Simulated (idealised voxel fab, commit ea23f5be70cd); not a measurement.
Module name: voxel released beams (process module)
Square cell edge 5 nm, section width 220 nm, ID cut.
Think of the cross-section as a grid of square cells. We describe it in bands, top to bottom, and each band covers one or more rows of those cells. Heights first: top, then bottom, in nm. Then materials, left to right, each with a width in nm. "all across" on a single material: fills the band edge to edge. "air": empty space. Note: height 0 marks the level under which the wafer is uniformly one material as received. Lowest band unbounded below, written "from 0 down". Width spec "30->40" -> top row of cells at first value, bottom row at second value, equal per-row change in between. "no modification", as given for a step, is the statement that not any cell of the cross-section underwent a change during that step. The label "Enclosed void inventory" introduces a list of the empty spaces, 8 cells or larger, that have no open way up to the top; each entry in it reads width x height at distance, where the distance is taken from the left edge and all three are stated in nm. Where a step's line continues beyond its settings, the continuation is a remark by the simulator itself on that step. The setting "overlay nm" may be written on the line of a step. When the step uses a mask, the value reports how far to the right of the planned place the mask lay, and a negative value reports that it lay to the left.
Listed below are the process steps as planned
| 1 | RECEIVE: material Si |
| 2 | CONFORMAL_DEP: material SiN, thk nm 5 |
| 3 | DIRECTIONAL_DEP: material SiO2, thk nm 20 |
| 4 | PATTERN: tone open, mask id ANCHOR, material resist, width nm 45, thk nm 20, overlay nm 0 |
| 5 | DIRECTIONAL_ETCH: etch materials SiO2, depth nm 20 |
| 6 | STRIP: etch materials resist |
| 7 | CONFORMAL_DEP: material W, thk nm 15 |
| 8 | PATTERN: tone cover, mask id BEAM, material resist, width nm 95, thk nm 20, overlay nm 0 |
| 9 | DIRECTIONAL_ETCH: etch materials W, depth nm 15 |
| 10 | STRIP: etch materials resist |
| 11 | STRIP: etch materials SiO2 |
Step 1 complete: cross-section of the wafer as received
* from 0 down: Si all across
* Enclosed void inventory: none
a wafer at the end: this start, this plan, one mistake
* from 50 to 35: air 60 nm, then W 95 nm, then air 65 nm
* from 35 to 25: W all across
* from 25 to 5: SiO2 65 nm, then W 45 nm, then SiO2 110 nm
* from 5 to 0: SiN all across
* from 0 down: Si all across
* Enclosed void inventory: none
Short version of what went wrong: step 7 ran differently from the plan; actual operation with settings: CONFORMAL_DEP: material W, thk nm 25
